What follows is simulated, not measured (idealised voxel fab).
Module name: voxel spacer lines (process module)
For reference, the cross-section in this document is cut, with width 205 nm and square cells of 5 nm.
A cross-section in this document is a grid of square cells, and it is written down as bands, the top band listed before the ones below it; a band is made up of one or more rows of cells.
In this notation a band is specified by the heights of its top and bottom, in that order and in nm, after which its materials appear from left to right, each paired with its width in nm. The word "all across" attached to a single material means that material fills the band from edge to edge; the word "empty" stands for empty space.
Heights are measured from 0, the level below which the as-received wafer is all one material; the lowest band has no bottom and continues downward, written as in "from 0 down".
It should be noted that a width expressed as "30 to 40" varies in equal increments from row to row of cells within the band, taking the value of the first number at the top row and that of the second number at the bottom row.
"no alteration" -> step changed no cross-section cell.
"Closed internal cavities" contains a list of empty spaces, each no smaller than 8 cells and without an open way to the top, written in the form width x height at distance with the distance from the left edge and all three in nm.
Step line, after settings: the simulator's comment on this step.
A step's line can hold "overlay nm"; with a mask on that step, the setting says how far right of the planned place the mask lay, while a negative setting says it lay to the left.
How should the pairs below be read? Each gives the cross-section before one process step and the cross-section after it, the latter drawn only to the lowest band that changed; the step that lies between them, with its settings, appears under the pair. Does a pair pick up where the pair above left off? Only where its entry headed "Before this step" says so, since pairs can come from different runs of this module on the same starting wafer.

Before this step
- from 55 to 45 | 65 of SiN | 5 of empty | 65 of SiN | 5 of empty | 65 of SiN
- from 45 to 35 | 55 of aC | 10 of SiN | 5 of empty | 10 of SiN | 45 of aC | 10 of SiN | 5 of empty | 10 of SiN | 55 of aC
- from 35 to 25 | 55 of aC | 25 of SiN | 45 of aC | 25 of SiN | 55 of aC
- from 25 to 5 | polySi all across
- from 5 to 0 | Al2O3 all across
- from 0 down | Si all across
- Closed internal cavities: none

Post-Step Section View
- from 45 to 25 | 55 of aC | 10 of SiN | 5 of empty | 10 of SiN | 45 of aC | 10 of SiN | 5 of empty | 10 of SiN | 55 of aC
- For the remainder of the cross-section, below 25, there is no change.
- Closed internal cavities: none
Step that separates the before view from the after view above: DIRECTIONAL_ETCH | etch materials SiN | depth nm 10

Before this step: cross-section not repeated; it is the one shown after the step in the pair just above.

Post-Step Section View
- from 45 to 25 | 55 of empty | 10 of SiN | 5 of empty | 10 of SiN | 45 of empty | 10 of SiN | 5 of empty | 10 of SiN | 55 of empty
- For the remainder of the cross-section, below 25, there is no change.
- Closed internal cavities: none
Step that separates the before view from the after view above: STRIP | etch materials aC

Before this step: cross-section not repeated; it is the one shown after the step in the pair just above.

Post-Step Section View
- from 45 to 25 | 55 of empty | 10 of SiN | 5 of empty | 10 of SiN | 45 of empty | 10 of SiN | 5 of empty | 10 of SiN | 55 of empty
- from 25 to 5 | 55 of empty | 10 of polySi | 5 of empty | 10 of polySi | 45 of empty | 10 of polySi | 5 of empty | 10 of polySi | 55 of empty
- For the remainder of the cross-section, below 5, there is no change.
- Closed internal cavities: none
Step that separates the before view from the after view above: DIRECTIONAL_ETCH | etch materials polySi | depth nm 20

Before this step: cross-section not repeated; it is the one shown after the step in the pair just above.

Post-Step Section View
- from 25 to 5 | 55 of empty | 10 of polySi | 5 of empty | 10 of polySi | 45 of empty | 10 of polySi | 5 of empty | 10 of polySi | 55 of empty
- For the remainder of the cross-section, below 5, there is no change.
- Closed internal cavities: none
Step that separates the before view from the after view above: STRIP | etch materials SiN

Before this step: cross-section not repeated; it is the one shown after the step in the pair just above.

Post-Step Section View
- from 35 to 25 | SiO2 all across
- from 25 to 5 | 55 of SiO2 | 10 of polySi | 5 of SiO2 | 10 of polySi | 45 of SiO2 | 10 of polySi | 5 of SiO2 | 10 of polySi | 55 of SiO2
- For the remainder of the cross-section, below 5, there is no change.
- Closed internal cavities: none
Step that separates the before view from the after view above: FILL_DEP | material SiO2 | thk nm 10

Before this step: cross-section not repeated; it is the one shown after the step in the pair just above.

Post-Step Section View
- from 25 to 5 | 55 of SiO2 | 10 of polySi | 5 of SiO2 | 10 of polySi | 45 of SiO2 | 10 of polySi | 5 of SiO2 | 10 of polySi | 55 of SiO2
- For the remainder of the cross-section, below 5, there is no change.
- Closed internal cavities: none
Step that separates the before view from the after view above: CMP | height nm 25
